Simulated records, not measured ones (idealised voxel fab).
process module | voxel lift off
cross-section cut | 205 nm wide | cells 5 nm
A cross-section is a grid of square cells, given in bands from the top down. A band is one or more rows of cells.
Each band's line starts with the height of the band's top and of its bottom, in nm. Then come its materials from left to right, each with its width in nm. One material with "throughout" fills the band from edge to edge. "air" is empty space.
Height 0 is the level under which the wafer as received is all one material. The lowest band goes on downwards, as in "0 down".
A width such as "30 to 40" changes by the same amount from each row of cells to the next, from the band's top row to its bottom row.
"no change" after a step means that no cell of the cross-section changed.
closed voids: empty space of 8 cells or more with no open way to the top, each as width x height at its distance from the left edge, in nm
after a step's settings: what the simulator itself notes on the step
overlay nm, on a step with a mask: how far to the right of its planned place the mask lay; to the left if negative
plan
1 op RECEIVE | material Si
2 op CONFORMAL_DEP | material Al2O3 | thk nm 15
3 op PATTERN | tone open | mask id LINES | material resist | width nm 25 | pitch nm 50 | thk nm 20 | overlay nm 0
4 op DIRECTIONAL_DEP | material Ru | thk nm 5
5 op STRIP | etch materials resist
6 op CONFORMAL_DEP | material SiN | thk nm 10
as received, after step 1
  0 down: Si throughout
  closed voids: none
first wafer at the end, as planned
  30 to 25: air 55 | SiN 45 | air 5 | SiN 45 | air 55
  25 to 20: SiN throughout
  20 to 15: SiN 65 | Ru 25 | SiN 25 | Ru 25 | SiN 65
  15 to 0: Al2O3 throughout
  0 down: Si throughout
  closed voids: none
second wafer at the end: like start, like plan, one mistake
  30 to 25: air 60 | SiN 40 | air 10 | SiN 40 | air 55
  25 to 20: SiN throughout
  20 to 15: SiN 70 | Ru 20 | SiN 30 | Ru 20 | SiN 65
  15 to 0: Al2O3 throughout
  0 down: Si throughout
  closed voids: none
what went wrong: step 3 ran as: op PATTERN | tone open | mask id LINES | material resist | width nm 20 | pitch nm 50 | thk nm 20 | overlay nm 0
at the end the second wafer has, in cells: 2 fewer of Ru
